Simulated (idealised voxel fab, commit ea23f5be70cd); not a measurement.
Process module name: voxel tone inversion
Pictured: cross-section cut, 275 nm wide, on a grid of 5 nm square cells.
Cross-section layout: square cells on a grid; listed as bands, top to bottom; a band spans one or more cell rows. First you get the band's top height and its bottom height, in nm, and then the materials it's made of, left to right, with each width in nm. If you see a single material with "edge to edge", that one covers the band edge to edge. "blank" is empty space. Heights from 0 (as-received wafer is one material below). Bottom band endless downward, as "z 0 and below". The expression "30->40" gives the width at the extremes of the band, the first number at its top row of cells and the second at its bottom row, with the width changing by equal amounts from each row to the next in between. You'll sometimes find "nothing changed" written for a step, and that's the way of saying that nowhere in the cross-section did a cell change during that step. Enclosed void inventory: empty space of 8 cells or more with no open way to the top, each as width x height at its distance from the left edge, in nm. On a step's line, text after the settings is the simulator commenting on that step. A step's line can hold "overlay nm"; with a mask on that step, the setting says how far right of the planned place the mask lay, while a negative setting says it lay to the left.

### Steps in the process plan
1,RECEIVE (material Si)
2,CONFORMAL_DEP (material SiN; thk nm 10)
3,DIRECTIONAL_DEP (material polySi; thk nm 20)
4,PATTERN (tone cover; mask id POSTS; material resist; width nm 25; pitch nm 40; thk nm 30; overlay nm 0)
5,DIRECTIONAL_ETCH (etch materials polySi; depth nm 20)
6,STRIP (etch materials resist)
7,FILL_DEP (material lowk; thk nm 5)
8,CMP (height nm 30)
9,STRIP (etch materials polySi)

### as received, after step 1
> z 0 and below: Si edge to edge
> Enclosed void inventory: none

### End-of-module cross-section of the first of two wafers, processed as planned
> z 30 to 10: lowk: 85; blank: 25; lowk: 15; blank: 25; lowk: 15; blank: 25; lowk: 85
> z 10 to 0: SiN edge to edge
> z 0 and below: Si edge to edge
> Enclosed void inventory: none

### End of module, second wafer, cross-section. Started like the first, planned like the first, run with one mistake
> z 30 to 10: lowk: 90; blank: 15; lowk: 25; blank: 15; lowk: 25; blank: 15; lowk: 90
> z 10 to 0: SiN edge to edge
> z 0 and below: Si edge to edge
> Enclosed void inventory: none
Finding, execution versus plan: step 4 did not happen as planned, as run it was PATTERN (tone cover; mask id POSTS; material resist; width nm 15; pitch nm 40; thk nm 30; overlay nm 0)
Final comparison by cell count, materials where the second wafer has more or fewer than the first: 24 more of lowk
